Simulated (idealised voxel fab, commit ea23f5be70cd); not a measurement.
Process module, titled voxel ribs on slabs
We display cut, a cross-section 270 nm in width whose square cells are each 5 nm.
We lay out every cross-section as a grid of square cells and spell it out in bands from the top down, where one band means one or more rows of cells. Band: top height; bottom height; in nm. Then, left to right: material with width in nm, for each material. "throughout": a single material spanning edge to edge. "blank": empty space. We count height from 0. Below that, the starting wafer is all one material. The lowest band never ends at the bottom but goes on down; see "0 down" for how that is written. A width such as "30->40" changes by the same amount from each row of cells to the next, from the band's top row to its bottom row. "same as before" -> step changed no cross-section cell. Enclosed empty spaces: empty space of 8 cells or more with no open way to the top, each as width x height at its distance from the left edge, in nm. On each step's line, the part that comes after the settings is the simulator's own comment on the step. The setting "overlay nm" may be written on the line of a step. When the step uses a mask, the value reports how far to the right of the planned place the mask lay, and a negative value reports that it lay to the left.
STEPS PLANNED FOR THE PROCESS
- 1: RECEIVE | material Si
- 2: DIRECTIONAL_DEP | material SiO2 | thk nm 30
- 3: DIRECTIONAL_DEP | material polySi | thk nm 15
- 4: MASKED_ETCH | tone cover | mask id RIB | width nm 15 | etch materials polySi | depth nm 10 | overlay nm 0
- 5: PATTERN | tone cover | mask id SLAB | material resist | width nm 65 | thk nm 15 | overlay nm 0
- 6: DIRECTIONAL_ETCH | etch materials polySi | depth nm 5
- 7: STRIP | etch materials resist
- 8: FILL_DEP | material SiO2 | thk nm 25
- 9: CMP | height nm 65
- 10: DIRECTIONAL_DEP | material W | thk nm 10
- 11: MASKED_ETCH | tone cover | mask id HEATER | width nm 25 | etch materials W | depth nm 10 | overlay nm 0
- 12: CONFORMAL_DEP | material SiO2 | thk nm 10
WAFER AS RECEIVED: CROSS-SECTION FOLLOWING STEP 1
* 0 down | Si throughout
* Enclosed empty spaces: none
WAFER CROSS-SECTION AT MODULE END: FIRST OF TWO, RUN TO PLAN
* 85 to 75 | 110 blank, then 45 SiO2, then 115 blank
* 75 to 65 | 120 SiO2, then 25 W, then 125 SiO2
* 65 to 45 | SiO2 throughout
* 45 to 35 | 125 SiO2, then 15 polySi, then 130 SiO2
* 35 to 30 | 100 SiO2, then 65 polySi, then 105 SiO2
* 30 to 0 | SiO2 throughout
* 0 down | Si throughout
* Enclosed empty spaces: none
WAFER TWO, END OF MODULE, CROSS-SECTION. SAME START, SAME PLAN AS WAFER ONE. ONE MISTAKE IN THE RUN
* 85 to 75 | 110 blank, then 45 SiO2, then 115 blank
* 75 to 65 | 120 SiO2, then 25 W, then 125 SiO2
* 65 to 60 | 100 SiO2, then 65 polySi, then 105 SiO2
* 60 to 0 | SiO2 throughout
* 0 down | Si throughout
* Enclosed empty spaces: none
Heads up, the wafer didn't run the way we planned it: step 2 in the plan was executed twice
Counted in cells at the end, the second wafer holds more or fewer of these materials than the first: SiO2: 6 more; polySi: 6 fewer
